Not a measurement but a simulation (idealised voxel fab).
process module | voxel transistor to metal
cross-section cut | 300 nm wide | cells 5 nm
A cross-section is a grid of square cells, given in bands from the top down. A band is one or more rows of cells.
Each band's line starts with the height of the band's top and of its bottom, in nm. Then come its materials from left to right, each with its width in nm. One material with "throughout" fills the band from edge to edge. "air" is empty space.
Height 0 is the level under which the wafer as received is all one material. The lowest band goes on downwards, as in "0 down".
A width such as "30 to 40" changes by the same amount from each row of cells to the next, from the band's top row to its bottom row.
"no change" after a step means that no cell of the cross-section changed.
closed voids: empty space of 8 cells or more with no open way to the top, each as width x height at its distance from the left edge, in nm
after a step's settings: what the simulator itself notes on the step
overlay nm, on a step with a mask: how far to the right of its planned place the mask lay; to the left if negative
plan
1 op RECEIVE | material Si
2 op OXIDIZE | depth nm 5
3 op CONFORMAL_DEP | material SiN | thk nm 10
4 op MASKED_ETCH | tone cover | mask id ACTIVE | width nm 115 | pitch nm 135 | etch materials SiN | depth nm 10 | overlay nm 0
5 op MASKED_ETCH | tone cover | mask id ACTIVE | width nm 115 | pitch nm 135 | etch materials SiO2 | depth nm 5 | overlay nm 0
6 op MASKED_ETCH | tone cover | mask id ACTIVE | width nm 115 | pitch nm 135 | etch materials Si | depth nm 35 | overlay nm 0
7 op OXIDIZE | depth nm 5
8 op FILL_DEP | material SiO2 | thk nm 10
9 op CMP | height nm 10
10 op SELECTIVE_ETCH | etch materials SiO2 | depth nm 5
11 op STRIP | etch materials SiN
12 op SELECTIVE_ETCH | etch materials SiO2 | depth nm 5
13 op OXIDIZE | depth nm 5
14 op DIRECTIONAL_DEP | material polySi | thk nm 20
15 op DIRECTIONAL_DEP | material SiCN | thk nm 15
16 op DIRECTIONAL_DEP | material aC | thk nm 10
17 op PATTERN | tone cover | mask id GATE | material resist | width nm 25 | pitch nm 135 | thk nm 30 | overlay nm 0
18 op DIRECTIONAL_ETCH | etch materials aC | depth nm 10
19 op STRIP | etch materials resist
20 op DIRECTIONAL_ETCH | etch materials SiCN | depth nm 25
21 op DIRECTIONAL_ETCH | etch materials polySi | depth nm 30
22 op STRIP | etch materials aC
23 op CONFORMAL_DEP | material SiO2 | thk nm 5
24 op DIRECTIONAL_ETCH | etch materials SiO2 | depth nm 5
25 op CONFORMAL_DEP | material SiN | thk nm 5
26 op DIRECTIONAL_ETCH | etch materials SiN | depth nm 5
27 op DIRECTIONAL_ETCH | etch materials SiO2 | depth nm 5
28 op DIRECTIONAL_ETCH | etch materials Si | depth nm 10
29 op EPI | material pSi | thk nm 10
30 op FILL_DEP | material SiO2 | thk nm 5
31 op CMP | height nm 15
32 op STRIP | etch materials polySi
33 op SELECTIVE_ETCH | etch materials SiO2 | depth nm 5
34 op CONFORMAL_DEP | material HfO2 | thk nm 5
35 op CONFORMAL_DEP | material TiN | thk nm 5
36 op FILL_DEP | material W | thk nm 10
37 op CMP | height nm 10
38 op DIRECTIONAL_DEP | material SiO2 | thk nm 15
39 op MASKED_ETCH | tone open | mask id CONTACT | width nm 15 | etch materials SiO2 | depth nm 35 | overlay nm 0
40 op CONFORMAL_DEP | material TiN | thk nm 5
41 op FILL_DEP | material Ru | thk nm 10
42 op CMP | height nm 25
43 op DIRECTIONAL_DEP | material TiN | thk nm 5
44 op DIRECTIONAL_DEP | material Ru | thk nm 25
45 op MASKED_ETCH | tone cover | mask id METAL_1 | width nm 15 | etch materials Ru | depth nm 25 | overlay nm 0
46 op MASKED_ETCH | tone cover | mask id METAL_1 | width nm 15 | etch materials TiN | depth nm 5 | overlay nm 0
47 op FILL_DEP | material lowk | thk nm 5
48 op CMP | height nm 55
49 op CONFORMAL_DEP | material SiN | thk nm 5
as received, after step 1
  0 down: Si throughout
  closed voids: none
first wafer at the end, as planned
  60 to 55: SiN throughout
  55 to 30: lowk 35 | Ru 15 | lowk 65 | Ru 15 | lowk 40 | Ru 15 | lowk 65 | Ru 15 | lowk 35
  30 to 25: lowk 35 | TiN 15 | lowk 65 | TiN 15 | lowk 40 | TiN 15 | lowk 65 | TiN 15 | lowk 35
  25 to 10: SiO2 35 | TiN 5 | Ru 5 | TiN 5 | SiO2 65 | TiN 5 | Ru 5 | TiN 5 | SiO2 40 | TiN 5 | Ru 5 | TiN 5 | SiO2 65 | TiN 5 | Ru 5 | TiN 5 | SiO2 35
  10 to 0: SiO2 35 | TiN 5 | Ru 5 | TiN 5 | SiO2 10 | SiN 5 | HfO2 5 | TiN 5 | W 15 | TiN 5 | HfO2 5 | SiN 5 | SiO2 10 | TiN 5 | Ru 5 | TiN 5 | SiO2 40 | TiN 5 | Ru 5 | TiN 5 | SiO2 10 | SiN 5 | HfO2 5 | TiN 5 | W 15 | TiN 5 | HfO2 5 | SiN 5 | SiO2 10 | TiN 5 | Ru 5 | TiN 5 | SiO2 35
  0 to -5: SiO2 25 | SiN 5 | SiO2 5 | TiN 5 | Ru 5 | TiN 5 | pSi 10 | SiN 5 | HfO2 5 | TiN 25 | HfO2 5 | SiN 5 | pSi 10 | TiN 5 | Ru 5 | TiN 5 | SiO2 5 | SiN 5 | SiO2 20 | SiN 5 | SiO2 5 | TiN 5 | Ru 5 | TiN 5 | pSi 10 | SiN 5 | HfO2 5 | TiN 25 | HfO2 5 | SiN 5 | pSi 10 | TiN 5 | Ru 5 | TiN 5 | SiO2 5 | SiN 5 | SiO2 25
  -5 to -10: SiO2 35 | TiN 15 | pSi 10 | SiO2 5 | HfO2 35 | SiO2 5 | pSi 10 | TiN 15 | SiO2 40 | TiN 15 | pSi 10 | SiO2 5 | HfO2 35 | SiO2 5 | pSi 10 | TiN 15 | SiO2 35
  -10 to -20: SiO2 30 | pSi 30 | Si 45 | pSi 30 | SiO2 30 | pSi 30 | Si 45 | pSi 30 | SiO2 30
  -20 to -45: SiO2 30 | Si 105 | SiO2 30 | Si 105 | SiO2 30
  -45 down: Si throughout
  closed voids: none
second wafer at the end: like start, like plan, one mistake
  60 to 55: SiN throughout
  55 to 30: lowk 35 | Ru 15 | lowk 65 | Ru 15 | lowk 40 | Ru 15 | lowk 65 | Ru 15 | lowk 35
  30 to 25: lowk 35 | TiN 15 | lowk 65 | TiN 15 | lowk 40 | TiN 15 | lowk 65 | TiN 15 | lowk 35
  25 to 15: Ru 30 | TiN 5 | SiO2 15 | TiN 5 | Ru 55 | TiN 5 | SiO2 15 | TiN 5 | Ru 30 | TiN 5 | SiO2 15 | TiN 5 | Ru 55 | TiN 5 | SiO2 15 | TiN 5 | Ru 30
  15 to 10: Ru 30 | TiN 5 | SiO2 15 | TiN 65 | SiO2 15 | TiN 5 | Ru 30 | TiN 5 | SiO2 15 | TiN 65 | SiO2 15 | TiN 5 | Ru 30
  10 to 0: Ru 30 to 20 | TiN 5 to 15 | SiO2 15 | TiN 10 | SiN 5 | HfO2 5 | TiN 5 | W 15 | TiN 5 | HfO2 5 | SiN 5 | TiN 10 | SiO2 15 | TiN 5 to 15 | Ru 30 to 10 | TiN 5 to 15 | SiO2 15 | TiN 10 | SiN 5 | HfO2 5 | TiN 5 | W 15 | TiN 5 | HfO2 5 | SiN 5 | TiN 10 | SiO2 15 | TiN 5 to 15 | Ru 30 to 20
  0 to -5: Ru 20 | TiN 5 | SiN 5 | TiN 5 | SiO2 15 | pSi 10 | SiN 5 | HfO2 5 | TiN 25 | HfO2 5 | SiN 5 | pSi 10 | SiO2 15 | TiN 5 | SiN 5 | TiN 5 | Ru 10 | TiN 5 | SiN 5 | TiN 5 | SiO2 15 | pSi 10 | SiN 5 | HfO2 5 | TiN 25 | HfO2 5 | SiN 5 | pSi 10 | SiO2 15 | TiN 5 | SiN 5 | TiN 5 | Ru 20
  -5 to -10: TiN 25 | SiO2 5 | TiN 5 | SiO2 15 | pSi 10 | SiO2 5 | HfO2 35 | SiO2 5 | pSi 10 | SiO2 15 | TiN 5 | SiO2 5 | TiN 20 | SiO2 5 | TiN 5 | SiO2 15 | pSi 10 | SiO2 5 | HfO2 35 | SiO2 5 | pSi 10 | SiO2 15 | TiN 5 | SiO2 5 | TiN 25
  -10 to -20: SiO2 30 | pSi 30 | Si 45 | pSi 30 | SiO2 30 | pSi 30 | Si 45 | pSi 30 | SiO2 30
  -20 to -45: SiO2 30 | Si 105 | SiO2 30 | Si 105 | SiO2 30
  -45 down: Si throughout
  closed voids: none
what went wrong: step 39 ran as: op MASKED_ETCH | tone cover | mask id CONTACT | width nm 15 | etch materials SiO2 | depth nm 35 | overlay nm 0
at the end the second wafer has, in cells: 112 more of Ru | 156 fewer of SiO2 | 44 more of TiN
